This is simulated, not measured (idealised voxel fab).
This section sets out a process module, namely voxel wiring stack.
Cross-section cut: width 300 nm, square cells of 5 nm.
This document writes a cross-section as a grid whose cells are square, and gives it as bands, listed from the top down; one or more rows of cells form a band. First you get the band's top height and its bottom height, in nm, and then the materials it's made of, left to right, with each width in nm. If you see a single material with "throughout", that one covers the band edge to edge. "empty" is empty space. Measure heights from 0. That's the level where, below it, the as-received wafer is all one material. The lowest band is bottomless and extends downward; write it as in "z 0 and below". When a width is written as two numbers, as in "30 to 40", the first number is the width in the top row of cells of the band and the second is the width in its bottom row, and the width changes by the same amount from each row to the next. Step marked "no modification"? Then no cell in the cross-section changed in it. Enclosed voids (no open way to top), threshold 8 cells or more, entry "Entrapped voids", notation width x height at distance, distance from left edge, nm. Whatever follows a step's settings on its line is a remark the simulator itself makes about that step. overlay nm: how far to the right of its planned place the mask lay on this masked step (negative: to the left).

PROCESS STEPS (PLANNED)
1,op RECEIVE | material Si
2,op CONFORMAL_DEP | material SiO2 | thk nm 15
3,op DIRECTIONAL_DEP | material TiN | thk nm 5
4,op DIRECTIONAL_DEP | material Ru | thk nm 25
5,op PATTERN | tone cover | mask id METAL_1 | material resist | width nm 30 | pitch nm 45 | thk nm 20 | overlay nm 0
6,op DIRECTIONAL_ETCH | etch materials Ru | depth nm 25
7,op DIRECTIONAL_ETCH | etch materials TiN | depth nm 5
8,op STRIP | etch materials resist
9,op CONFORMAL_DEP | material SiN | thk nm 5
10,op FILL_DEP | material lowk | thk nm 10
11,op CMP | height nm 45
12,op CONFORMAL_DEP | material SiCN | thk nm 5
13,op DIRECTIONAL_DEP | material lowk | thk nm 30
14,op MASKED_ETCH | tone open | mask id METAL_2_HOLES | width nm 15 | pitch nm 45 | etch materials lowk | depth nm 30 | overlay nm 0
15,op MASKED_ETCH | tone open | mask id METAL_2 | width nm 30 | pitch nm 45 | etch materials lowk | depth nm 15 | overlay nm 0
16,op MASKED_ETCH | tone open | mask id METAL_2 | width nm 30 | pitch nm 45 | etch materials SiCN | depth nm 5 | overlay nm 0
17,op CONFORMAL_DEP | material TiN | thk nm 5
18,op FILL_DEP | material Cu | thk nm 10
19,op CMP | height nm 80
20,op CONFORMAL_DEP | material SiCN | thk nm 5
21,op DIRECTIONAL_DEP | material SiO2 | thk nm 30
22,op PATTERN | tone open | mask id METAL_3 | material resist | width nm 30 | pitch nm 45 | thk nm 20 | overlay nm 0
23,op DIRECTIONAL_ETCH | etch materials SiO2 | depth nm 15
24,op STRIP | etch materials resist
25,op MASKED_ETCH | tone open | mask id METAL_3_HOLES | width nm 15 | pitch nm 45 | etch materials SiO2 | depth nm 15 | overlay nm 0
26,op MASKED_ETCH | tone open | mask id METAL_3_HOLES | width nm 15 | pitch nm 45 | etch materials SiCN | depth nm 5 | overlay nm 0
27,op CONFORMAL_DEP | material TiN | thk nm 5
28,op FILL_DEP | material Cu | thk nm 10
29,op CMP | height nm 115
30,op CONFORMAL_DEP | material SiN | thk nm 5

DELIVERED WAFER IN CROSS-SECTION: STATE AFTER STEP 1
	z 0 and below: Si throughout
	Entrapped voids: none

BELOW IS THE WAFER IN CROSS-SECTION AFTER THE MODULE WAS COMPLETED. IT BEGAN FROM THE STARTING POINT SHOWN ABOVE AND FOLLOWED THE PLAN SHOWN ABOVE, EXCEPT THAT ONE MISTAKE WAS MADE WHILE RUNNING IT
	z 120 to 115: SiN throughout
	z 115 to 105: 65 nm SiO2, 5 nm TiN, 20 nm Cu, 5 nm TiN, 15 nm SiO2, 5 nm TiN, 20 nm Cu, 5 nm TiN, 15 nm SiO2, 5 nm TiN, 20 nm Cu, 5 nm TiN, 15 nm SiO2, 5 nm TiN, 20 nm Cu, 5 nm TiN, 70 nm SiO2
	z 105 to 100: 65 nm SiO2, 5 nm TiN, 5 nm Cu, 20 nm TiN, 15 nm SiO2, 5 nm TiN, 5 nm Cu, 20 nm TiN, 15 nm SiO2, 5 nm TiN, 5 nm Cu, 20 nm TiN, 15 nm SiO2, 5 nm TiN, 5 nm Cu, 20 nm TiN, 70 nm SiO2
	z 100 to 85: 65 nm SiO2, 5 nm TiN, 5 nm Cu, 5 nm TiN, 30 nm SiO2, 5 nm TiN, 5 nm Cu, 5 nm TiN, 30 nm SiO2, 5 nm TiN, 5 nm Cu, 5 nm TiN, 30 nm SiO2, 5 nm TiN, 5 nm Cu, 5 nm TiN, 85 nm SiO2
	z 85 to 80: 65 nm SiCN, 15 nm TiN, 30 nm SiCN, 15 nm TiN, 30 nm SiCN, 15 nm TiN, 30 nm SiCN, 15 nm TiN, 85 nm SiCN
	z 80 to 70: 55 nm lowk, 5 nm TiN, 20 nm Cu, 5 nm TiN, 15 nm lowk, 5 nm TiN, 20 nm Cu, 5 nm TiN, 15 nm lowk, 5 nm TiN, 20 nm Cu, 5 nm TiN, 15 nm lowk, 5 nm TiN, 20 nm Cu, 5 nm TiN, 80 nm lowk
	z 70 to 65: 55 nm lowk, 15 nm TiN, 5 nm Cu, 10 nm TiN, 15 nm lowk, 15 nm TiN, 5 nm Cu, 10 nm TiN, 15 nm lowk, 15 nm TiN, 5 nm Cu, 10 nm TiN, 15 nm lowk, 15 nm TiN, 5 nm Cu, 10 nm TiN, 80 nm lowk
	z 65 to 50: 65 nm lowk, 5 nm TiN, 5 nm Cu, 5 nm TiN, 30 nm lowk, 5 nm TiN, 5 nm Cu, 5 nm TiN, 30 nm lowk, 5 nm TiN, 5 nm Cu, 5 nm TiN, 30 nm lowk, 5 nm TiN, 5 nm Cu, 5 nm TiN, 85 nm lowk
	z 50 to 45: 65 nm SiCN, 15 nm TiN, 30 nm SiCN, 15 nm TiN, 30 nm SiCN, 15 nm TiN, 30 nm SiCN, 15 nm TiN, 85 nm SiCN
	z 45 to 20: 60 nm lowk, 5 nm SiN, 30 nm Ru, 5 nm SiN, 5 nm lowk, 5 nm SiN, 30 nm Ru, 5 nm SiN, 5 nm lowk, 5 nm SiN, 30 nm Ru, 5 nm SiN, 5 nm lowk, 5 nm SiN, 30 nm Ru, 5 nm SiN, 65 nm lowk
	z 20 to 15: 65 nm SiN, 30 nm TiN, 15 nm SiN, 30 nm TiN, 15 nm SiN, 30 nm TiN, 15 nm SiN, 30 nm TiN, 70 nm SiN
	z 15 to 0: SiO2 throughout
	z 0 and below: Si throughout
	Entrapped voids: none
Misprocessing identified: step 15 did not use the planned setting and instead ran as op MASKED_ETCH | tone open | mask id METAL_2 | width nm 30 | pitch nm 45 | etch materials lowk | depth nm 15 | overlay nm -10
